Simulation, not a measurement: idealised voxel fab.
process module | voxel local oxidation
cross-section cut | 175 nm wide | cells 5 nm
A cross-section is a grid of square cells, given in bands from the top down. A band is one or more rows of cells.
Each band's line starts with the height of the band's top and of its bottom, in nm. Then come its materials from left to right, each with its width in nm. One material with "throughout" fills the band from edge to edge. "air" is empty space.
Height 0 is the level under which the wafer as received is all one material. The lowest band goes on downwards, as in "0 down".
A width such as "30 to 40" changes by the same amount from each row of cells to the next, from the band's top row to its bottom row.
"no change" after a step means that no cell of the cross-section changed.
closed voids: empty space of 8 cells or more with no open way to the top, each as width x height at its distance from the left edge, in nm
after a step's settings: what the simulator itself notes on the step
overlay nm, on a step with a mask: how far to the right of its planned place the mask lay; to the left if negative
plan
1 op RECEIVE | material Si
2 op OXIDIZE | depth nm 5
3 op CONFORMAL_DEP | material SiN | thk nm 15
4 op PATTERN | tone cover | mask id ACTIVE | material resist | width nm 105 | thk nm 15 | overlay nm 0
5 op DIRECTIONAL_ETCH | etch materials SiN | depth nm 15
6 op STRIP | etch materials resist
7 op SELECTIVE_ETCH | etch materials SiO2 | depth nm 5
8 op OXIDIZE | depth nm 10
9 op STRIP | etch materials SiN
first wafer, as planned
as received, after step 1
  0 down: Si throughout
  closed voids: none
after step 2
  0 to -5: SiO2 throughout
  below -5: unchanged
after step 3
  15 to 0: SiN throughout
  below 0: unchanged
after step 4
  30 to 15: air 35 | resist 105 | air 35
  below 15: unchanged
after step 5
  30 to 15: air 35 | resist 105 | air 35
  15 to 0: air 35 | SiN 105 | air 35
  below 0: unchanged
after step 6
  15 to 0: air 35 | SiN 105 | air 35
  below 0: unchanged
after step 7
  15 to 0: air 35 | SiN 105 | air 35
  0 to -5: air 40 | SiO2 95 | air 40
  below -5: unchanged
after step 8
  15 to 0: air 35 | SiN 105 | air 35
  0 to -5: air 40 | SiO2 95 | air 40
  -5 to -15: SiO2 50 | Si 75 | SiO2 50
  below -15: unchanged
after step 9
  0 to -5: air 40 | SiO2 95 | air 40
  below -5: unchanged
second wafer: like start, like plan, one mistake. Through step 3 it matches the first wafer
when step 4 should have ended
  30 to 15: resist 35 | air 105 | resist 35
  below 15: unchanged
when step 5 should have ended
  30 to 15: resist 35 | air 105 | resist 35
  15 to 0: SiN 35 | air 105 | SiN 35
  below 0: unchanged
when step 6 should have ended
  15 to 0: SiN 35 | air 105 | SiN 35
  below 0: unchanged
when step 7 should have ended
  15 to 0: SiN 35 | air 105 | SiN 35
  0 to -5: SiO2 30 | air 115 | SiO2 30
  below -5: unchanged
when step 8 should have ended
  15 to 0: SiN 35 | air 105 | SiN 35
  0 to -5: SiO2 30 | air 115 | SiO2 30
  -5 to -15: Si 20 | SiO2 135 | Si 20
  below -15: unchanged
when step 9 should have ended
  0 to -5: SiO2 30 | air 115 | SiO2 30
  below -5: unchanged
what went wrong: step 4 ran as: op PATTERN | tone open | mask id ACTIVE | material resist | width nm 105 | thk nm 15 | overlay nm 0
at the end the second wafer has, in cells: 14 fewer of Si | 7 more of SiO2
